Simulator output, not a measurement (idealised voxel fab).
process module | voxel transistor to metal
cross-section cut | 140 nm wide | cells 5 nm
A cross-section is a grid of square cells, given in bands from the top down. A band is one or more rows of cells.
Each band's line starts with the height of the band's top and of its bottom, in nm. Then come its materials from left to right, each with its width in nm. One material with "throughout" fills the band from edge to edge. "air" is empty space.
Height 0 is the level under which the wafer as received is all one material. The lowest band goes on downwards, as in "0 down".
A width such as "30 to 40" changes by the same amount from each row of cells to the next, from the band's top row to its bottom row.
"no change" after a step means that no cell of the cross-section changed.
closed voids: empty space of 8 cells or more with no open way to the top, each as width x height at its distance from the left edge, in nm
after a step's settings: what the simulator itself notes on the step
overlay nm, on a step with a mask: how far to the right of its planned place the mask lay; to the left if negative
plan
1 op RECEIVE | material Si
2 op CONFORMAL_DEP | material SiO2 | thk nm 5
3 op CONFORMAL_DEP | material SiN | thk nm 10
4 op MASKED_ETCH | tone cover | mask id ACTIVE | width nm 100 | etch materials SiN | depth nm 10 | overlay nm 0
5 op MASKED_ETCH | tone cover | mask id ACTIVE | width nm 100 | etch materials SiO2 | depth nm 5 | overlay nm 0
6 op MASKED_ETCH | tone cover | mask id ACTIVE | width nm 100 | etch materials Si | depth nm 35 | overlay nm 0
7 op FILL_DEP | material SiO2 | thk nm 10
8 op CMP | height nm 15
9 op SELECTIVE_ETCH | etch materials SiO2 | depth nm 5
10 op STRIP | etch materials SiN
11 op SELECTIVE_ETCH | etch materials SiO2 | depth nm 5
12 op OXIDIZE | depth nm 5
13 op DIRECTIONAL_DEP | material polySi | thk nm 25
14 op DIRECTIONAL_DEP | material SiCN | thk nm 10
15 op MASKED_ETCH | tone cover | mask id GATE | width nm 30 | etch materials SiCN | depth nm 20 | overlay nm 0
16 op MASKED_ETCH | tone cover | mask id GATE | width nm 30 | etch materials polySi | depth nm 35 | overlay nm 0
17 op CONFORMAL_DEP | material SiN | thk nm 10
18 op DIRECTIONAL_ETCH | etch materials SiN | depth nm 10
19 op DIRECTIONAL_ETCH | etch materials SiO2 | depth nm 5
20 op DIRECTIONAL_ETCH | etch materials Si | depth nm 15
21 op EPI | material SiGe | thk nm 15
22 op FILL_DEP | material SiO2 | thk nm 10
23 op CMP | height nm 25
24 op STRIP | etch materials polySi
25 op SELECTIVE_ETCH | etch materials SiO2 | depth nm 5
26 op CONFORMAL_DEP | material HfO2 | thk nm 5
27 op CONFORMAL_DEP | material TiN | thk nm 5
28 op FILL_DEP | material W | thk nm 10
29 op CMP | height nm 20
30 op DIRECTIONAL_DEP | material SiO2 | thk nm 10
31 op MASKED_ETCH | tone open | mask id CONTACT | width nm 15 | pitch nm 75 | etch materials SiO2 | depth nm 20 | overlay nm 0
32 op CONFORMAL_DEP | material TiN | thk nm 5
33 op FILL_DEP | material W | thk nm 10
34 op CMP | height nm 30
35 op CONFORMAL_DEP | material SiN | thk nm 5
36 op DIRECTIONAL_DEP | material lowk | thk nm 20
37 op MASKED_ETCH | tone open | mask id METAL_1 | width nm 15 | pitch nm 75 | etch materials lowk | depth nm 20 | overlay nm 0
38 op MASKED_ETCH | tone open | mask id METAL_1 | width nm 15 | pitch nm 75 | etch materials SiN | depth nm 5 | overlay nm 0
39 op CONFORMAL_DEP | material TiN | thk nm 5
40 op FILL_DEP | material Cu | thk nm 10
41 op CMP | height nm 55
42 op CONFORMAL_DEP | material SiN | thk nm 5
varied across the wafers: width nm of step 37. The plan shows the first wafer's value. All wafers start alike
first wafer as received, after step 1
  0 down: Si throughout
  closed voids: none
each wafer at the end: cells of each material gained (+) or lost (-) since it was received, then its closed voids
width nm 15 | +8 Cu | +16 HfO2 | -100 Si | +50 SiGe | +70 SiN | +142 SiO2 | +50 TiN | +12 W | +88 lowk | closed voids: none
width nm 20 | +14 Cu | +16 HfO2 | -100 Si | +50 SiGe | +70 SiN | +142 SiO2 | +52 TiN | +12 W | +80 lowk | closed voids: none
width nm 25 | +20 Cu | +16 HfO2 | -100 Si | +50 SiGe | +70 SiN | +142 SiO2 | +54 TiN | +12 W | +72 lowk | closed voids: none
width nm 30 | +26 Cu | +16 HfO2 | -100 Si | +50 SiGe | +70 SiN | +142 SiO2 | +56 TiN | +12 W | +64 lowk | closed voids: none
